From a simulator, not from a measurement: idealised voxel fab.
The process module that follows is named voxel wiring stack.
Section shown: cut. Width: 195 nm. Cell size: 5 nm, square.
Cross-section, as written here: a square-cell grid given band by band from the top down, where a band holds one or more rows of cells.
A band entry consists of two parts. The first gives the height of the band's top and the height of its bottom, in nm. The rest lists the band's materials from left to right, each with its width in nm. A single material labelled with the word "all across" fills the band from edge to edge, and the word "empty" marks empty space.
It should be noted that heights are counted from 0, beneath which the wafer as supplied is of one material throughout, and that the lowest band possesses no lower boundary but continues downward, as written in "0 nm and below".
Top row gets the first number, bottom row gets the second, and each row in between changes by the same step: that is how a band width like "30..40" works.
It should be understood that the words "all unchanged", when stated for a given step, signify that the cross-section underwent no change in any of its cells during that step.
Enclosed internal voids: empty space of 8 cells or more with no open way to the top, each as width x height at its distance from the left edge, in nm
Past the settings on a step's line: simulator remark, on that step.
overlay nm: right-of-plan distance of the mask on a masked step; negative values mean left-of-plan.

[This section lists the process steps that were planned]
1,RECEIVE,material Si
2,CONFORMAL_DEP,material SiO2,thk nm 15
3,CONFORMAL_DEP,material SiCN,thk nm 5
4,DIRECTIONAL_DEP,material SiO2,thk nm 20
5,MASKED_ETCH,tone open,mask id METAL_1,width nm 30,pitch nm 45,etch materials SiO2,depth nm 20,overlay nm 0
6,MASKED_ETCH,tone open,mask id METAL_1,width nm 30,pitch nm 45,etch materials SiCN,depth nm 5,overlay nm 0
7,CONFORMAL_DEP,material TiN,thk nm 5
8,FILL_DEP,material W,thk nm 10
9,CMP,height nm 40
10,CONFORMAL_DEP,material SiCN,thk nm 5
11,DIRECTIONAL_DEP,material SiO2,thk nm 15
12,MASKED_ETCH,tone open,mask id PLUG_1,width nm 15,pitch nm 45,etch materials SiO2,depth nm 15,overlay nm 0
13,MASKED_ETCH,tone open,mask id PLUG_1,width nm 15,pitch nm 45,etch materials SiCN,depth nm 5,overlay nm 0
14,CONFORMAL_DEP,material TiN,thk nm 5
15,FILL_DEP,material Cu,thk nm 10
16,CMP,height nm 60
17,CONFORMAL_DEP,material SiCN,thk nm 5
18,DIRECTIONAL_DEP,material lowk,thk nm 25
19,DIRECTIONAL_DEP,material aC,thk nm 10
20,PATTERN,tone open,mask id METAL_2,material resist,width nm 30,pitch nm 45,thk nm 30,overlay nm 0
21,DIRECTIONAL_ETCH,etch materials aC,depth nm 10
22,STRIP,etch materials resist
23,DIRECTIONAL_ETCH,etch materials lowk,depth nm 25
24,DIRECTIONAL_ETCH,etch materials SiCN,depth nm 5
25,STRIP,etch materials aC
26,CONFORMAL_DEP,material TiN,thk nm 5
27,FILL_DEP,material Ru,thk nm 10
28,CMP,height nm 90
29,CONFORMAL_DEP,material SiCN,thk nm 5
Split variable: thk nm, step 7. Plan value = first wafer. Wafers start alike.

[First of several wafers, received after step 1, in cross-section]
	0 nm and below | Si all across
	Enclosed internal voids: none

[Here is the cross-section of the first of several wafers at the end of the module, after its last step, step 29]
	95 nm to 90 nm | SiCN all across
	90 nm to 65 nm | lowk=60; TiN=5; Ru=20; TiN=5; lowk=15; TiN=5; Ru=20; TiN=5; lowk=60
	65 nm to 60 nm | SiCN=60; TiN=30; SiCN=15; TiN=30; SiCN=60
	60 nm to 45 nm | SiO2=60; TiN=5; Cu=5; TiN=5; SiO2=30; TiN=5; Cu=5; TiN=5; SiO2=75
	45 nm to 40 nm | SiCN=60; TiN=15; SiCN=30; TiN=15; SiCN=75
	40 nm to 20 nm | SiO2=60; TiN=5; W=20; TiN=5; SiO2=15; TiN=5; W=20; TiN=5; SiO2=60
	20 nm to 15 nm | SiCN=60; TiN=30; SiCN=15; TiN=30; SiCN=60
	15 nm to 0 nm | SiO2 all across
	0 nm and below | Si all across
	Enclosed internal voids: none

[Cross-sectional depiction of the last of several wafers upon completion of the module]
	95 nm to 90 nm | SiCN all across
	90 nm to 65 nm | lowk=60; TiN=5; Ru=20; TiN=5; lowk=15; TiN=5; Ru=20; TiN=5; lowk=60
	65 nm to 60 nm | SiCN=60; TiN=30; SiCN=15; TiN=30; SiCN=60
	60 nm to 45 nm | SiO2=60; TiN=5; Cu=5; TiN=5; SiO2=30; TiN=5; Cu=5; TiN=5; SiO2=75
	45 nm to 40 nm | SiCN=60; TiN=15; SiCN=30; TiN=15; SiCN=75
	40 nm to 20 nm | SiO2=60; TiN=30; SiO2=15; TiN=30; SiO2=60
	20 nm to 15 nm | SiCN=60; TiN=30; SiCN=15; TiN=30; SiCN=60
	15 nm to 0 nm | SiO2 all across
	0 nm and below | Si all across
	Enclosed internal voids: none

[wafer rows; end of module; cells per material since receipt: (+) gained, (-) lost; then closed voids]
thk nm 5 | +6 Cu | +40 Ru | +126 SiCN | +324 SiO2 | +78 TiN | +32 W | +135 lowk | Enclosed internal voids: none
thk nm 10 | +6 Cu | +40 Ru | +126 SiCN | +324 SiO2 | +98 TiN | +12 W | +135 lowk | Enclosed internal voids: none
thk nm 15 | +6 Cu | +40 Ru | +126 SiCN | +324 SiO2 | +110 TiN | +135 lowk | Enclosed internal voids: none
thk nm 20 | +6 Cu | +40 Ru | +126 SiCN | +324 SiO2 | +110 TiN | +135 lowk | Enclosed internal voids: none
